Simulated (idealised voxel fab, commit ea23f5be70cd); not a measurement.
The document below concerns the process module designated voxel plated lines.
240 nm wide, 5 nm square cells: that's cross-section cut.
In what follows, cross-sections appear as grids of square cells, described through bands that run from the top down, where every band is one or more rows of cells.
Read a band's entry like this: the first values are the height of its top and the height of its bottom in nm, and what follows is the sequence of materials from left to right, each with its width in nm. Note that "air" is empty space, and that a single material marked "throughout" reaches across the band from edge to edge.
Beneath 0, the wafer as received is one material, and that level is where height counting begins. The lowest band goes on downward without a bottom; it is written like "0..down".
Read "30..40" as a graded width: first number on top, second number at the bottom, same change between each pair of neighbouring rows.
Step note "everything unchanged" = no cross-section cell changed.
"Entrapped voids" means: voids of 8 cells or more that are shut off from the top with no open way through. Written width x height at distance, distance from the left edge, in nm.
Past the settings on a step's line: simulator remark, on that step.
A step's line can hold "overlay nm"; with a mask on that step, the setting says how far right of the planned place the mask lay, while a negative setting says it lay to the left.
-- Listed below are the process steps as planned
1) RECEIVE,material Si
2) CONFORMAL_DEP,material SiN,thk nm 15
3) DIRECTIONAL_DEP,material TiN,thk nm 5
4) PATTERN,tone open,mask id LINES,material resist,width nm 20,pitch nm 50,thk nm 35,overlay nm 0
5) EPI,material Ru,thk nm 5
6) EPI,material Ru,thk nm 5
7) EPI,material Ru,thk nm 10
8) STRIP,etch materials resist
9) DIRECTIONAL_ETCH,etch materials TiN,depth nm 5
10) CONFORMAL_DEP,material SiN,thk nm 10
-- First wafer out of two, processed as planned
-- Received-state cross-section, reflecting completion of step 1
    0..down = Si throughout
    Entrapped voids: none
-- You're looking at a cross-section of the wafer after step 2
    15..0 = SiN throughout
    Note: structure below 0 unchanged.
-- You're looking at a cross-section of the wafer after step 3
    20..15 = TiN throughout
    Note: structure below 15 unchanged.
-- You're looking at a cross-section of the wafer after step 4
    55..20 = resist=60, then air=20, then resist=30, then air=20, then resist=30, then air=20, then resist=60
    Note: structure below 20 unchanged.
-- You're looking at a cross-section of the wafer after step 5
    55..25 = resist=60, then air=20, then resist=30, then air=20, then resist=30, then air=20, then resist=60
    25..20 = resist=60, then Ru=20, then resist=30, then Ru=20, then resist=30, then Ru=20, then resist=60
    Note: structure below 20 unchanged.
-- You're looking at a cross-section of the wafer after step 6
    55..30 = resist=60, then air=20, then resist=30, then air=20, then resist=30, then air=20, then resist=60
    30..20 = resist=60, then Ru=20, then resist=30, then Ru=20, then resist=30, then Ru=20, then resist=60
    Note: structure below 20 unchanged.
-- You're looking at a cross-section of the wafer after step 7
    55..40 = resist=60, then air=20, then resist=30, then air=20, then resist=30, then air=20, then resist=60
    40..20 = resist=60, then Ru=20, then resist=30, then Ru=20, then resist=30, then Ru=20, then resist=60
    Note: structure below 20 unchanged.
-- You're looking at a cross-section of the wafer after step 8
    40..20 = air=60, then Ru=20, then air=30, then Ru=20, then air=30, then Ru=20, then air=60
    Note: structure below 20 unchanged.
-- You're looking at a cross-section of the wafer after step 9
    40..20 = air=60, then Ru=20, then air=30, then Ru=20, then air=30, then Ru=20, then air=60
    20..15 = air=60, then TiN=20, then air=30, then TiN=20, then air=30, then TiN=20, then air=60
    Note: structure below 15 unchanged.
-- You're looking at a cross-section of the wafer after step 10
    50..40 = air=50, then SiN=40, then air=10, then SiN=40, then air=10, then SiN=40, then air=50
    40..25 = air=50, then SiN=10, then Ru=20, then SiN=10, then air=10, then SiN=10, then Ru=20, then SiN=10, then air=10, then SiN=10, then Ru=20, then SiN=10, then air=50
    25..20 = SiN=60, then Ru=20, then SiN=30, then Ru=20, then SiN=30, then Ru=20, then SiN=60
    20..15 = SiN=60, then TiN=20, then SiN=30, then TiN=20, then SiN=30, then TiN=20, then SiN=60
    Note: structure below 15 unchanged.
-- Wafer two. Same start, same plan, one slip in execution. Same as wafer one through step 3, inclusive
-- Second wafer, cross-section, planned end of step 4
    25..20 = Ru throughout
    Note: structure below 20 unchanged.
-- Second wafer, cross-section, planned end of step 5
    60..25 = resist=60, then air=20, then resist=30, then air=20, then resist=30, then air=20, then resist=60
    Note: structure below 25 unchanged.
-- Second wafer, cross-section, planned end of step 6
    60..30 = resist=60, then air=20, then resist=30, then air=20, then resist=30, then air=20, then resist=60
    30..25 = resist=60, then Ru=20, then resist=30, then Ru=20, then resist=30, then Ru=20, then resist=60
    Note: structure below 25 unchanged.
-- Second wafer, cross-section, planned end of step 7
    60..40 = resist=60, then air=20, then resist=30, then air=20, then resist=30, then air=20, then resist=60
    40..25 = resist=60, then Ru=20, then resist=30, then Ru=20, then resist=30, then Ru=20, then resist=60
    Note: structure below 25 unchanged.
-- Second wafer, cross-section, planned end of step 8
    40..25 = air=60, then Ru=20, then air=30, then Ru=20, then air=30, then Ru=20, then air=60
    Note: structure below 25 unchanged.
Second wafer, cross-section, planned end of step 9: everything unchanged
-- Second wafer, cross-section, planned end of step 10
    50..40 = air=50, then SiN=40, then air=10, then SiN=40, then air=10, then SiN=40, then air=50
    40..35 = air=50, then SiN=10, then Ru=20, then SiN=10, then air=10, then SiN=10, then Ru=20, then SiN=10, then air=10, then SiN=10, then Ru=20, then SiN=10, then air=50
    35..25 = SiN=60, then Ru=20, then SiN=30, then Ru=20, then SiN=30, then Ru=20, then SiN=60
    Note: structure below 25 unchanged.
In executing the process, a mistake was made relative to the plan: steps 4 and 5 got flipped, so each one ran where the other should have
Per the end-of-run cell counts, the second wafer holds more or fewer of some materials than the first: 36 more of Ru | 24 fewer of SiN | 36 more of TiN
